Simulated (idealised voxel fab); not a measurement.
process module | voxel self aligned vias
cross-section cut | 290 nm wide | cells 5 nm
A cross-section is a grid of square cells, given in bands from the top down. A band is one or more rows of cells.
Each band's line starts with the height of the band's top and of its bottom, in nm. Then come its materials from left to right, each with its width in nm. One material with "throughout" fills the band from edge to edge. "air" is empty space.
Height 0 is the level under which the wafer as received is all one material. The lowest band goes on downwards, as in "0 down".
A width such as "30 to 40" changes by the same amount from each row of cells to the next, from the band's top row to its bottom row.
"no change" after a step means that no cell of the cross-section changed.
closed voids: empty space of 8 cells or more with no open way to the top, each as width x height at its distance from the left edge, in nm
after a step's settings: what the simulator itself notes on the step
overlay nm, on a step with a mask: how far to the right of its planned place the mask lay; to the left if negative
plan
1 op RECEIVE | material Si
2 op CONFORMAL_DEP | material SiO2 | thk nm 10
3 op CONFORMAL_DEP | material SiCN | thk nm 5
4 op DIRECTIONAL_DEP | material lowk | thk nm 30
5 op DIRECTIONAL_DEP | material aC | thk nm 10
6 op PATTERN | tone open | mask id LINES | material resist | width nm 30 | pitch nm 80 | thk nm 25 | overlay nm 0
7 op DIRECTIONAL_ETCH | etch materials aC | depth nm 10
8 op STRIP | etch materials resist
9 op DIRECTIONAL_ETCH | etch materials lowk | depth nm 30
10 op STRIP | etch materials aC
11 op CONFORMAL_DEP | material TiN | thk nm 5
12 op FILL_DEP | material Ru | thk nm 5
13 op CMP | height nm 45
14 op SELECTIVE_ETCH | etch materials W Ru TiN | depth nm 10
15 op FILL_DEP | material SiN | thk nm 5
16 op CMP | height nm 45
17 op DIRECTIONAL_DEP | material lowk | thk nm 15
18 op DIRECTIONAL_DEP | material aC | thk nm 15
19 op PATTERN | tone open | mask id VIAS | material resist | width nm 50 | pitch nm 80 | thk nm 35 | overlay nm 0
20 op DIRECTIONAL_ETCH | etch materials aC | depth nm 15
21 op STRIP | etch materials resist
22 op DIRECTIONAL_ETCH | etch materials lowk | depth nm 15
23 op DIRECTIONAL_ETCH | etch materials SiN | depth nm 10
24 op STRIP | etch materials aC
25 op CONFORMAL_DEP | material TiN | thk nm 5
26 op FILL_DEP | material Ru | thk nm 5
27 op CMP | height nm 60
28 op CONFORMAL_DEP | material SiCN | thk nm 5
as received, after step 1
  0 down: Si throughout
  closed voids: none
first wafer at the end, as planned
  65 to 60: SiCN throughout
  60 to 50: lowk 80 | TiN 5 | Ru 40 | TiN 5 | lowk 30 | TiN 5 | Ru 40 | TiN 5 | lowk 80
  50 to 40: lowk 80 to 90 | TiN 15 to 5 | Ru 20 | TiN 15 to 5 | lowk 30 to 50 | TiN 15 to 5 | Ru 20 | TiN 15 to 5 | lowk 80 to 90
  40 to 35: lowk 90 | TiN 30 | lowk 50 | TiN 30 | lowk 90
  35 to 20: lowk 90 | TiN 5 | Ru 20 | TiN 5 | lowk 50 | TiN 5 | Ru 20 | TiN 5 | lowk 90
  20 to 15: lowk 90 | TiN 30 | lowk 50 | TiN 30 | lowk 90
  15 to 10: SiCN throughout
  10 to 0: SiO2 throughout
  0 down: Si throughout
  closed voids: none
second wafer at the end: like start, like plan, one mistake
  65 to 60: SiCN throughout
  60 to 50: lowk 80 | TiN 5 | Ru 40 | TiN 5 | lowk 30 | TiN 5 | Ru 40 | TiN 5 | lowk 80
  50 to 45: lowk 80 | TiN 50 | lowk 30 | TiN 50 | lowk 80
  45 to 35: SiN 80 | TiN 10 | lowk 30 | TiN 10 | SiN 30 | TiN 10 | lowk 30 | TiN 10 | SiN 80
  35 to 20: Ru 85 | TiN 5 | lowk 30 | TiN 5 | Ru 40 | TiN 5 | lowk 30 | TiN 5 | Ru 85
  20 to 15: TiN 90 | lowk 30 | TiN 50 | lowk 30 | TiN 90
  15 to 10: SiCN throughout
  10 to 0: SiO2 throughout
  0 down: Si throughout
  closed voids: none
what went wrong: step 6 ran as: op PATTERN | tone cover | mask id LINES | material resist | width nm 30 | pitch nm 80 | thk nm 25 | overlay nm 0
at the end the second wafer has, in cells: 86 more of Ru | 76 more of SiN | 42 more of TiN | 204 fewer of lowk
